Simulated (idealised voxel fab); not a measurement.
Presented below is a process module, voxel self aligned vias.
Xsec cut, 280 nm wide, square cell size 5 nm.
Just so we're on the same page, the cross-sections are grids of square cells, and they're listed out in bands top to bottom, each band one or more rows deep.
Heights first: top, then bottom, in nm. Then materials, left to right, each with a width in nm. "everywhere" on a single material: fills the band edge to edge. "air": empty space.
Ref level 0: as-received wafer is one material below here. Bottom band extends down with no lower bound ("0 down").
Note: "30->40" means the width goes from the first number (top row of the band) to the second number (bottom row) in equal steps per row of cells.
Step note "changes: none" = no cross-section cell changed.
Empty spaces counting at least 8 cells and having no open way to the top are listed in "Enclosed voids". The notation width x height at distance is used for each, the distance being from the left edge and all three values in nm.
If you see something after the settings on a step's line, that's the simulator's own remark about that step.
"overlay nm" denotes, for a step that has a mask, the displacement of the mask to the right of its planned place, with negative values corresponding to the left.

**The planned process steps are enumerated hereunder**
1) RECEIVE [material Si]
2) CONFORMAL_DEP [material SiO2] [thk nm 10]
3) CONFORMAL_DEP [material SiCN] [thk nm 5]
4) DIRECTIONAL_DEP [material SiO2] [thk nm 30]
5) MASKED_ETCH [tone open] [mask id LINES] [width nm 25] [pitch nm 75] [etch materials SiO2] [depth nm 30] [overlay nm 0]
6) CONFORMAL_DEP [material TiN] [thk nm 5]
7) FILL_DEP [material W] [thk nm 10]
8) CMP [height nm 45]
9) SELECTIVE_ETCH [etch materials W Ru TiN] [depth nm 5]
10) FILL_DEP [material SiN] [thk nm 10]
11) CMP [height nm 45]
12) DIRECTIONAL_DEP [material SiO2] [thk nm 15]
13) PATTERN [tone open] [mask id VIAS] [material resist] [width nm 45] [thk nm 20] [overlay nm 0]
14) DIRECTIONAL_ETCH [etch materials SiO2] [depth nm 15]
15) DIRECTIONAL_ETCH [etch materials SiN] [depth nm 5]
16) STRIP [etch materials resist]
17) CONFORMAL_DEP [material TiN] [thk nm 5]
18) FILL_DEP [material Cu] [thk nm 10]
19) CMP [height nm 60]
20) CONFORMAL_DEP [material SiCN] [thk nm 5]

**Wafer, first of two, run as planned**

**Shown in cross-section is the wafer as received, that is, as it stands after step 1**
- 0 down | Si everywhere
- Enclosed voids: none

**Upon completion of step 2, the wafer appears in cross-section as shown**
- 10 to 0 | SiO2 everywhere
- Below 0, the layers are the same as they were.

**Upon completion of step 3, the wafer appears in cross-section as shown**
- 15 to 10 | SiCN everywhere
- Below 10, the layers are the same as they were.

**Upon completion of step 4, the wafer appears in cross-section as shown**
- 45 to 15 | SiO2 everywhere
- Below 15, the layers are the same as they were.

**Upon completion of step 5, the wafer appears in cross-section as shown**
- 45 to 15 | SiO2 (90), air (25), SiO2 (50), air (25), SiO2 (90)
- Below 15, the layers are the same as they were.

**Upon completion of step 6, the wafer appears in cross-section as shown**
- 50 to 45 | TiN (95), air (15), TiN (60), air (15), TiN (95)
- 45 to 20 | SiO2 (90), TiN (5), air (15), TiN (5), SiO2 (50), TiN (5), air (15), TiN (5), SiO2 (90)
- 20 to 15 | SiO2 (90), TiN (25), SiO2 (50), TiN (25), SiO2 (90)
- Below 15, the layers are the same as they were.

**Upon completion of step 7, the wafer appears in cross-section as shown**
- 60 to 50 | W everywhere
- 50 to 45 | TiN (95), W (15), TiN (60), W (15), TiN (95)
- 45 to 20 | SiO2 (90), TiN (5), W (15), TiN (5), SiO2 (50), TiN (5), W (15), TiN (5), SiO2 (90)
- Below 20, the layers are the same as they were.

**Upon completion of step 8, the wafer appears in cross-section as shown**
- 45 to 20 | SiO2 (90), TiN (5), W (15), TiN (5), SiO2 (50), TiN (5), W (15), TiN (5), SiO2 (90)
- Below 20, the layers are the same as they were.

**Upon completion of step 9, the wafer appears in cross-section as shown**
- 45 to 40 | SiO2 (90), air (25), SiO2 (50), air (25), SiO2 (90)
- Below 40, the layers are the same as they were.

**Upon completion of step 10, the wafer appears in cross-section as shown**
- 55 to 45 | SiN everywhere
- 45 to 40 | SiO2 (90), SiN (25), SiO2 (50), SiN (25), SiO2 (90)
- Below 40, the layers are the same as they were.

**Upon completion of step 11, the wafer appears in cross-section as shown**
- 45 to 40 | SiO2 (90), SiN (25), SiO2 (50), SiN (25), SiO2 (90)
- Below 40, the layers are the same as they were.

**Upon completion of step 12, the wafer appears in cross-section as shown**
- 60 to 45 | SiO2 everywhere
- Below 45, the layers are the same as they were.

**Upon completion of step 13, the wafer appears in cross-section as shown**
- 80 to 60 | resist (80), air (45), resist (155)
- Below 60, the layers are the same as they were.

**Upon completion of step 14, the wafer appears in cross-section as shown**
- 80 to 60 | resist (80), air (45), resist (155)
- 60 to 45 | SiO2 (80), air (45), SiO2 (155)
- Below 45, the layers are the same as they were.

**Upon completion of step 15, the wafer appears in cross-section as shown**
- 80 to 60 | resist (80), air (45), resist (155)
- 60 to 45 | SiO2 (80), air (45), SiO2 (155)
- 45 to 40 | SiO2 (90), air (25), SiO2 (50), SiN (25), SiO2 (90)
- Below 40, the layers are the same as they were.

**Upon completion of step 16, the wafer appears in cross-section as shown**
- 60 to 45 | SiO2 (80), air (45), SiO2 (155)
- Below 45, the layers are the same as they were.

**Upon completion of step 17, the wafer appears in cross-section as shown**
- 65 to 60 | TiN (85), air (35), TiN (160)
- 60 to 50 | SiO2 (80), TiN (5), air (35), TiN (5), SiO2 (155)
- 50 to 45 | SiO2 (80), TiN (15), air (15), TiN (15), SiO2 (155)
- 45 to 40 | SiO2 (90), TiN (25), SiO2 (50), SiN (25), SiO2 (90)
- Below 40, the layers are the same as they were.

**Upon completion of step 18, the wafer appears in cross-section as shown**
- 75 to 65 | Cu everywhere
- 65 to 60 | TiN (85), Cu (35), TiN (160)
- 60 to 50 | SiO2 (80), TiN (5), Cu (35), TiN (5), SiO2 (155)
- 50 to 45 | SiO2 (80), TiN (15), Cu (15), TiN (15), SiO2 (155)
- Below 45, the layers are the same as they were.

**Upon completion of step 19, the wafer appears in cross-section as shown**
- 60 to 50 | SiO2 (80), TiN (5), Cu (35), TiN (5), SiO2 (155)
- Below 50, the layers are the same as they were.

**Upon completion of step 20, the wafer appears in cross-section as shown**
- 65 to 60 | SiCN everywhere
- Below 60, the layers are the same as they were.

**Second wafer, same starting state and plan as the first, one mistake in the run, identical through step 18**

Cross-section of the second wafer when, according to plan, step 19 should have finished: changes: none

**Cross-section of the second wafer when, according to plan, step 20 should have finished**
- 80 to 75 | SiCN everywhere
- Below 75, the layers are the same as they were.
Deviation noted in wafer processing: yeah, step 19 of the plan got skipped, never ran
Count the cells at the end and the second wafer has more or fewer of some materials than the first: Cu +119 | TiN +49
